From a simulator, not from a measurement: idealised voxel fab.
A process module follows: voxel transistor to metal.
Pictured: cross-section cut, 180 nm wide, on a grid of 5 nm square cells.
The cross-sections in this document take the form of a grid made of square cells. They are written out as bands, in order from top to bottom. Each band consists of one or more rows of cells. Within each band entry, the heights of the top and of the bottom of the band appear first, in that order and in nm; the materials of the band then follow from left to right, each with its corresponding width in nm. The designation "edge to edge" on a single material indicates that it fills the band from edge to edge; the designation "air" indicates empty space. Heights from 0 (as-received wafer is one material below). Bottom band endless downward, as "0 down". Top row gets the first number, bottom row gets the second, and each row in between changes by the same step: that is how a band width like "30 to 40" works. Where a step carries "remains unaltered", the cross-section came out of it unchanged, cell for cell. Heads up: "Closed internal voids" only lists the empty pockets with no open path to the top that are 8 cells or more, and it writes them as width x height at distance, distance from the left edge, in nm. On each step's line, the part that comes after the settings is the simulator's own comment on the step. The setting "overlay nm" may be written on the line of a step. When the step uses a mask, the value reports how far to the right of the planned place the mask lay, and a negative value reports that it lay to the left.
### The following list gives the planned process steps
1 op RECEIVE | material Si
2 op CONFORMAL_DEP | material SiO2 | thk nm 5
3 op CONFORMAL_DEP | material SiN | thk nm 10
4 op MASKED_ETCH | tone cover | mask id ACTIVE | width nm 105 | etch materials SiN | depth nm 10 | overlay nm 0
5 op MASKED_ETCH | tone cover | mask id ACTIVE | width nm 105 | etch materials SiO2 | depth nm 5 | overlay nm 0
6 op MASKED_ETCH | tone cover | mask id ACTIVE | width nm 105 | etch materials Si | depth nm 35 | overlay nm 0
7 op FILL_DEP | material SiO2 | thk nm 15
8 op CMP | height nm 15
9 op SELECTIVE_ETCH | etch materials SiO2 | depth nm 5
10 op STRIP | etch materials SiN
11 op SELECTIVE_ETCH | etch materials SiO2 | depth nm 5
12 op OXIDIZE | depth nm 5
13 op DIRECTIONAL_DEP | material polySi | thk nm 20
14 op DIRECTIONAL_DEP | material SiCN | thk nm 10
15 op MASKED_ETCH | tone cover | mask id GATE | width nm 25 | etch materials SiCN | depth nm 20 | overlay nm 0
16 op MASKED_ETCH | tone cover | mask id GATE | width nm 25 | etch materials polySi | depth nm 30 | overlay nm 0
17 op CONFORMAL_DEP | material SiN | thk nm 10
18 op DIRECTIONAL_ETCH | etch materials SiN | depth nm 10
19 op DIRECTIONAL_ETCH | etch materials SiO2 | depth nm 5
20 op DIRECTIONAL_ETCH | etch materials Si | depth nm 10
21 op EPI | material nSi | thk nm 10
22 op FILL_DEP | material SiO2 | thk nm 5
23 op CMP | height nm 30
24 op DIRECTIONAL_DEP | material SiO2 | thk nm 15
25 op PATTERN | tone open | mask id CONTACT | material resist | width nm 30 | pitch nm 65 | thk nm 15 | overlay nm 0
26 op DIRECTIONAL_ETCH | etch materials SiO2 | depth nm 50
27 op STRIP | etch materials resist
28 op CONFORMAL_DEP | material TiN | thk nm 5
29 op FILL_DEP | material W | thk nm 5
30 op CMP | height nm 45
31 op CONFORMAL_DEP | material SiCN | thk nm 5
32 op DIRECTIONAL_DEP | material lowk | thk nm 25
33 op PATTERN | tone open | mask id METAL_1 | material resist | width nm 15 | pitch nm 80 | thk nm 20 | overlay nm 0
34 op DIRECTIONAL_ETCH | etch materials lowk | depth nm 25
35 op DIRECTIONAL_ETCH | etch materials SiCN | depth nm 5
36 op STRIP | etch materials resist
37 op CONFORMAL_DEP | material TiN | thk nm 5
38 op FILL_DEP | material W | thk nm 10
39 op CMP | height nm 75
40 op CONFORMAL_DEP | material SiCN | thk nm 5
41 op DIRECTIONAL_DEP | material SiO2 | thk nm 35
42 op MASKED_ETCH | tone open | mask id METAL_2 | width nm 15 | pitch nm 80 | etch materials SiO2 | depth nm 20 | overlay nm 0
43 op DIRECTIONAL_DEP | material aC | thk nm 10
44 op PATTERN | tone open | mask id METAL_2_HOLES | material resist | width nm 15 | pitch nm 80 | thk nm 25 | overlay nm 0
45 op DIRECTIONAL_ETCH | etch materials aC | depth nm 10
46 op STRIP | etch materials resist
47 op DIRECTIONAL_ETCH | etch materials SiO2 | depth nm 15
48 op DIRECTIONAL_ETCH | etch materials SiCN | depth nm 5
49 op STRIP | etch materials aC
50 op CONFORMAL_DEP | material TiN | thk nm 5
51 op FILL_DEP | material Cu | thk nm 10
52 op CMP | height nm 115
53 op CONFORMAL_DEP | material SiCN | thk nm 5
### As-received wafer cross-section (after step 1)
> 0 down | Si edge to edge
> Closed internal voids: none
### As-planned run: cross-section of the first of two wafers at end of module
> 120 to 115 | SiCN edge to edge
> 115 to 80 | 40 SiO2; 5 TiN; 5 Cu; 5 TiN; 65 SiO2; 5 TiN; 5 Cu; 5 TiN; 45 SiO2
> 80 to 75 | 40 SiCN; 15 TiN; 65 SiCN; 15 TiN; 45 SiCN
> 75 to 50 | 40 lowk; 5 TiN; 5 W; 5 TiN; 65 lowk; 5 TiN; 5 W; 5 TiN; 45 lowk
> 50 to 45 | 40 SiCN; 15 TiN; 65 SiCN; 15 TiN; 45 SiCN
> 45 to 35 | 40 SiO2; 5 TiN; 20 W; 5 TiN; 35 SiO2; 5 TiN; 20 W; 5 TiN; 45 SiO2
> 35 to 30 | 40 SiO2; 5 TiN; 15 W; 10 TiN; 35 SiO2; 10 TiN; 15 W; 5 TiN; 45 SiO2
> 30 to 20 | 40 SiO2; 5 TiN; 15 W; 5 TiN; 10 SiN; 25 SiCN; 10 SiN; 5 TiN; 15 W; 5 TiN; 45 SiO2
> 20 to 10 | 40 SiO2; 5 TiN; 15 W; 5 TiN; 10 SiN; 25 polySi; 10 SiN; 5 TiN; 15 W; 5 TiN; 45 SiO2
> 10 to 5 | 40 SiO2; 25 TiN; 10 SiN; 25 polySi; 10 SiN; 25 TiN; 45 SiO2
> 5 to 0 | 30 SiO2; 10 SiN; 10 nSi; 5 TiN; 10 nSi; 10 SiN; 25 polySi; 10 SiN; 10 nSi; 5 TiN; 10 nSi; 10 SiN; 35 SiO2
> 0 to -5 | 40 SiO2; 10 nSi; 5 TiN; 10 nSi; 45 SiO2; 10 nSi; 5 TiN; 10 nSi; 45 SiO2
> -5 to -15 | 35 SiO2; 5 Si; 25 nSi; 45 Si; 25 nSi; 5 Si; 40 SiO2
> -15 to -35 | 35 SiO2; 105 Si; 40 SiO2
> -35 down | Si edge to edge
> Closed internal voids: none
### Wafer two cross-section, module end. Start and plan unchanged from wafer one; one mistake made during the run
> 120 to 115 | SiCN edge to edge
> 115 to 110 | 40 SiCN; 15 TiN; 65 SiCN; 15 TiN; 45 SiCN
> 110 to 75 | SiO2 edge to edge
> 75 to 50 | 40 lowk; 5 TiN; 5 W; 5 TiN; 65 lowk; 5 TiN; 5 W; 5 TiN; 45 lowk
> 50 to 45 | 40 SiCN; 15 TiN; 65 SiCN; 15 TiN; 45 SiCN
> 45 to 35 | 40 SiO2; 5 TiN; 20 W; 5 TiN; 35 SiO2; 5 TiN; 20 W; 5 TiN; 45 SiO2
> 35 to 30 | 40 SiO2; 5 TiN; 15 W; 10 TiN; 35 SiO2; 10 TiN; 15 W; 5 TiN; 45 SiO2
> 30 to 20 | 40 SiO2; 5 TiN; 15 W; 5 TiN; 10 SiN; 25 SiCN; 10 SiN; 5 TiN; 15 W; 5 TiN; 45 SiO2
> 20 to 10 | 40 SiO2; 5 TiN; 15 W; 5 TiN; 10 SiN; 25 polySi; 10 SiN; 5 TiN; 15 W; 5 TiN; 45 SiO2
> 10 to 5 | 40 SiO2; 25 TiN; 10 SiN; 25 polySi; 10 SiN; 25 TiN; 45 SiO2
> 5 to 0 | 30 SiO2; 10 SiN; 10 nSi; 5 TiN; 10 nSi; 10 SiN; 25 polySi; 10 SiN; 10 nSi; 5 TiN; 10 nSi; 10 SiN; 35 SiO2
> 0 to -5 | 40 SiO2; 10 nSi; 5 TiN; 10 nSi; 45 SiO2; 10 nSi; 5 TiN; 10 nSi; 45 SiO2
> -5 to -15 | 35 SiO2; 5 Si; 25 nSi; 45 Si; 25 nSi; 5 Si; 40 SiO2
> -15 to -35 | 35 SiO2; 105 Si; 40 SiO2
> -35 down | Si edge to edge
> Closed internal voids: none
What was done differently from what was planned? contrary to the plan, steps 40 and 41 were processed in exchanged order
Final comparison by cell count, materials where the second wafer has more or fewer than the first: Cu -14 | SiO2 +42 | TiN -28
